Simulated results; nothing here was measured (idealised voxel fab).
Title: Process Module voxel air gaps
The width of the displayed cross-section, cut, is 210 nm; its cells are square, with a size of 5 nm.
Notation: cross-section as square-cell grid; stated in bands, top first, going down; one or more cell rows per band.
Basically the band line says how high the top is and how high the bottom is, in nm, and then what's in it from left to right, every material with its width in nm. Empty space shows up as "blank", and if a single material carries "everywhere" it runs the full band edge to edge.
Height is counted from the level 0, under which the received wafer is composed throughout of one material. The lowest of the bands is not closed at the bottom but continues downward, in the notation "0 nm and below".
Width spec "30->40" -> top row of cells at first value, bottom row at second value, equal per-row change in between.
"remains unaltered" for a step: no cell of the cross-section changed in that step.
"closed voids" contains a list of empty spaces, each no smaller than 8 cells and without an open way to the top, written in the form width x height at distance with the distance from the left edge and all three in nm.
What comes after the settings on a step's line is commentary from the simulator itself on that step.
The optional step-line setting "overlay nm" applies to steps with a mask and quantifies how far to the right of its planned location the mask lay, a negative value indicating leftward placement.
[Intended process steps]
1: op RECEIVE | material Si
2: op CONFORMAL_DEP | material SiO2 | thk nm 10
3: op CONFORMAL_DEP | material SiN | thk nm 5
4: op DIRECTIONAL_DEP | material SiO2 | thk nm 35
5: op MASKED_ETCH | tone open | mask id LINES | width nm 15 | pitch nm 40 | etch materials SiO2 | depth nm 35 | overlay nm 0
6: op CONFORMAL_DEP | material TiN | thk nm 5
7: op FILL_DEP | material Cu | thk nm 5
8: op CMP | height nm 50
9: op EPI | material Ru | thk nm 10
10: op SELECTIVE_ETCH | etch materials SiO2 | depth nm 45
11: op CONFORMAL_DEP | material SiCN | thk nm 5
[First wafer, two in total, run as planned]
[Delivered wafer in cross-section: state after step 1]
* 0 nm and below | Si everywhere
* closed voids: none
[State of the wafer after step 2, shown in cross-section]
* 10 nm to 0 nm | SiO2 everywhere
* Anything lower than 0 is untouched.
[State of the wafer after step 3, shown in cross-section]
* 15 nm to 10 nm | SiN everywhere
* Anything lower than 10 is untouched.
[State of the wafer after step 4, shown in cross-section]
* 50 nm to 15 nm | SiO2 everywhere
* Anything lower than 15 is untouched.
[State of the wafer after step 5, shown in cross-section]
* 50 nm to 15 nm | SiO2 55 nm; blank 15 nm; SiO2 25 nm; blank 15 nm; SiO2 25 nm; blank 15 nm; SiO2 60 nm
* Anything lower than 15 is untouched.
[State of the wafer after step 6, shown in cross-section]
* 55 nm to 50 nm | TiN 60 nm; blank 5 nm; TiN 35 nm; blank 5 nm; TiN 35 nm; blank 5 nm; TiN 65 nm
* 50 nm to 20 nm | SiO2 55 nm; TiN 5 nm; blank 5 nm; TiN 5 nm; SiO2 25 nm; TiN 5 nm; blank 5 nm; TiN 5 nm; SiO2 25 nm; TiN 5 nm; blank 5 nm; TiN 5 nm; SiO2 60 nm
* 20 nm to 15 nm | SiO2 55 nm; TiN 15 nm; SiO2 25 nm; TiN 15 nm; SiO2 25 nm; TiN 15 nm; SiO2 60 nm
* Anything lower than 15 is untouched.
[State of the wafer after step 7, shown in cross-section]
* 60 nm to 55 nm | Cu everywhere
* 55 nm to 50 nm | TiN 60 nm; Cu 5 nm; TiN 35 nm; Cu 5 nm; TiN 35 nm; Cu 5 nm; TiN 65 nm
* 50 nm to 20 nm | SiO2 55 nm; TiN 5 nm; Cu 5 nm; TiN 5 nm; SiO2 25 nm; TiN 5 nm; Cu 5 nm; TiN 5 nm; SiO2 25 nm; TiN 5 nm; Cu 5 nm; TiN 5 nm; SiO2 60 nm
* Anything lower than 20 is untouched.
[State of the wafer after step 8, shown in cross-section]
* 50 nm to 20 nm | SiO2 55 nm; TiN 5 nm; Cu 5 nm; TiN 5 nm; SiO2 25 nm; TiN 5 nm; Cu 5 nm; TiN 5 nm; SiO2 25 nm; TiN 5 nm; Cu 5 nm; TiN 5 nm; SiO2 60 nm
* Anything lower than 20 is untouched.
[State of the wafer after step 9, shown in cross-section]
* 60 nm to 50 nm | blank 45 nm; Ru 35 nm; blank 5 nm; Ru 35 nm; blank 5 nm; Ru 35 nm; blank 50 nm
* Anything lower than 50 is untouched.
[State of the wafer after step 10, shown in cross-section]
* 60 nm to 50 nm | blank 45 nm; Ru 35 nm; blank 5 nm; Ru 35 nm; blank 5 nm; Ru 35 nm; blank 50 nm
* 50 nm to 20 nm | blank 55 nm; TiN 5 nm; Cu 5 nm; TiN 5 nm; blank 25 nm; TiN 5 nm; Cu 5 nm; TiN 5 nm; blank 25 nm; TiN 5 nm; Cu 5 nm; TiN 5 nm; blank 60 nm
* 20 nm to 15 nm | blank 55 nm; TiN 15 nm; blank 25 nm; TiN 15 nm; blank 25 nm; TiN 15 nm; blank 60 nm
* Anything lower than 15 is untouched.
[State of the wafer after step 11, shown in cross-section]
* 65 nm to 60 nm | blank 40 nm; SiCN 125 nm; blank 45 nm
* 60 nm to 50 nm | blank 40 nm; SiCN 5 nm; Ru 35 nm; SiCN 5 nm; Ru 35 nm; SiCN 5 nm; Ru 35 nm; SiCN 5 nm; blank 45 nm
* 50 nm to 45 nm | blank 40 nm; SiCN 15 nm; TiN 5 nm; Cu 5 nm; TiN 5 nm; SiCN 25 nm; TiN 5 nm; Cu 5 nm; TiN 5 nm; SiCN 25 nm; TiN 5 nm; Cu 5 nm; TiN 5 nm; SiCN 15 nm; blank 45 nm
* 45 nm to 20 nm | blank 50 nm; SiCN 5 nm; TiN 5 nm; Cu 5 nm; TiN 5 nm; SiCN 5 nm; blank 15 nm; SiCN 5 nm; TiN 5 nm; Cu 5 nm; TiN 5 nm; SiCN 5 nm; blank 15 nm; SiCN 5 nm; TiN 5 nm; Cu 5 nm; TiN 5 nm; SiCN 5 nm; blank 55 nm
* 20 nm to 15 nm | SiCN 55 nm; TiN 15 nm; SiCN 25 nm; TiN 15 nm; SiCN 25 nm; TiN 15 nm; SiCN 60 nm
* Anything lower than 15 is untouched.
* closed voids: 15 x 25 at 75; 15 x 25 at 115
[Second wafer - shared start and plan with the first - one error in running - same as the first up to step 4 inclusive]
[Cross-section: second wafer, time at which step 5 was scheduled to end]
* 50 nm to 15 nm | SiO2 50 nm; blank 25 nm; SiO2 15 nm; blank 25 nm; SiO2 15 nm; blank 25 nm; SiO2 55 nm
* Anything lower than 15 is untouched.
[Cross-section: second wafer, time at which step 6 was scheduled to end]
* 55 nm to 50 nm | TiN 55 nm; blank 15 nm; TiN 25 nm; blank 15 nm; TiN 25 nm; blank 15 nm; TiN 60 nm
* 50 nm to 20 nm | SiO2 50 nm; TiN 5 nm; blank 15 nm; TiN 5 nm; SiO2 15 nm; TiN 5 nm; blank 15 nm; TiN 5 nm; SiO2 15 nm; TiN 5 nm; blank 15 nm; TiN 5 nm; SiO2 55 nm
* 20 nm to 15 nm | SiO2 50 nm; TiN 25 nm; SiO2 15 nm; TiN 25 nm; SiO2 15 nm; TiN 25 nm; SiO2 55 nm
* Anything lower than 15 is untouched.
[Cross-section: second wafer, time at which step 7 was scheduled to end]
* 60 nm to 55 nm | Cu everywhere
* 55 nm to 50 nm | TiN 55 nm; Cu 15 nm; TiN 25 nm; Cu 15 nm; TiN 25 nm; Cu 15 nm; TiN 60 nm
* 50 nm to 20 nm | SiO2 50 nm; TiN 5 nm; Cu 15 nm; TiN 5 nm; SiO2 15 nm; TiN 5 nm; Cu 15 nm; TiN 5 nm; SiO2 15 nm; TiN 5 nm; Cu 15 nm; TiN 5 nm; SiO2 55 nm
* Anything lower than 20 is untouched.
[Cross-section: second wafer, time at which step 8 was scheduled to end]
* 50 nm to 20 nm | SiO2 50 nm; TiN 5 nm; Cu 15 nm; TiN 5 nm; SiO2 15 nm; TiN 5 nm; Cu 15 nm; TiN 5 nm; SiO2 15 nm; TiN 5 nm; Cu 15 nm; TiN 5 nm; SiO2 55 nm
* Anything lower than 20 is untouched.
[Cross-section: second wafer, time at which step 9 was scheduled to end]
* 60 nm to 50 nm | blank 40 nm; Ru 125 nm; blank 45 nm
* Anything lower than 50 is untouched.
[Cross-section: second wafer, time at which step 10 was scheduled to end]
* 60 nm to 50 nm | blank 40 nm; Ru 125 nm; blank 45 nm
* 50 nm to 20 nm | blank 50 nm; TiN 5 nm; Cu 15 nm; TiN 5 nm; SiO2 15 nm; TiN 5 nm; Cu 15 nm; TiN 5 nm; SiO2 15 nm; TiN 5 nm; Cu 15 nm; TiN 5 nm; blank 55 nm
* 20 nm to 15 nm | blank 50 nm; TiN 25 nm; SiO2 15 nm; TiN 25 nm; SiO2 15 nm; TiN 25 nm; blank 55 nm
* Anything lower than 15 is untouched.
[Cross-section: second wafer, time at which step 11 was scheduled to end]
* 65 nm to 60 nm | blank 35 nm; SiCN 135 nm; blank 40 nm
* 60 nm to 50 nm | blank 35 nm; SiCN 5 nm; Ru 125 nm; SiCN 5 nm; blank 40 nm
* 50 nm to 45 nm | blank 35 nm; SiCN 15 nm; TiN 5 nm; Cu 15 nm; TiN 5 nm; SiO2 15 nm; TiN 5 nm; Cu 15 nm; TiN 5 nm; SiO2 15 nm; TiN 5 nm; Cu 15 nm; TiN 5 nm; SiCN 15 nm; blank 40 nm
* 45 nm to 20 nm | blank 45 nm; SiCN 5 nm; TiN 5 nm; Cu 15 nm; TiN 5 nm; SiO2 15 nm; TiN 5 nm; Cu 15 nm; TiN 5 nm; SiO2 15 nm; TiN 5 nm; Cu 15 nm; TiN 5 nm; SiCN 5 nm; blank 50 nm
* 20 nm to 15 nm | SiCN 50 nm; TiN 25 nm; SiO2 15 nm; TiN 25 nm; SiO2 15 nm; TiN 25 nm; SiCN 55 nm
* Anything lower than 15 is untouched.
What was the processing mistake? contrary to plan, step 5 was performed as op MASKED_ETCH | tone open | mask id LINES | width nm 25 | pitch nm 40 | etch materials SiO2 | depth nm 35 | overlay nm 0
FYI, end of process, the second wafer has more or fewer cells of some materials than the first: Cu: 36 more; Ru: 8 more; SiCN: 44 fewer; SiO2: 42 more; TiN: 6 more
At process end, closed voids number 2 in the first wafer and 0 in the second wafer.
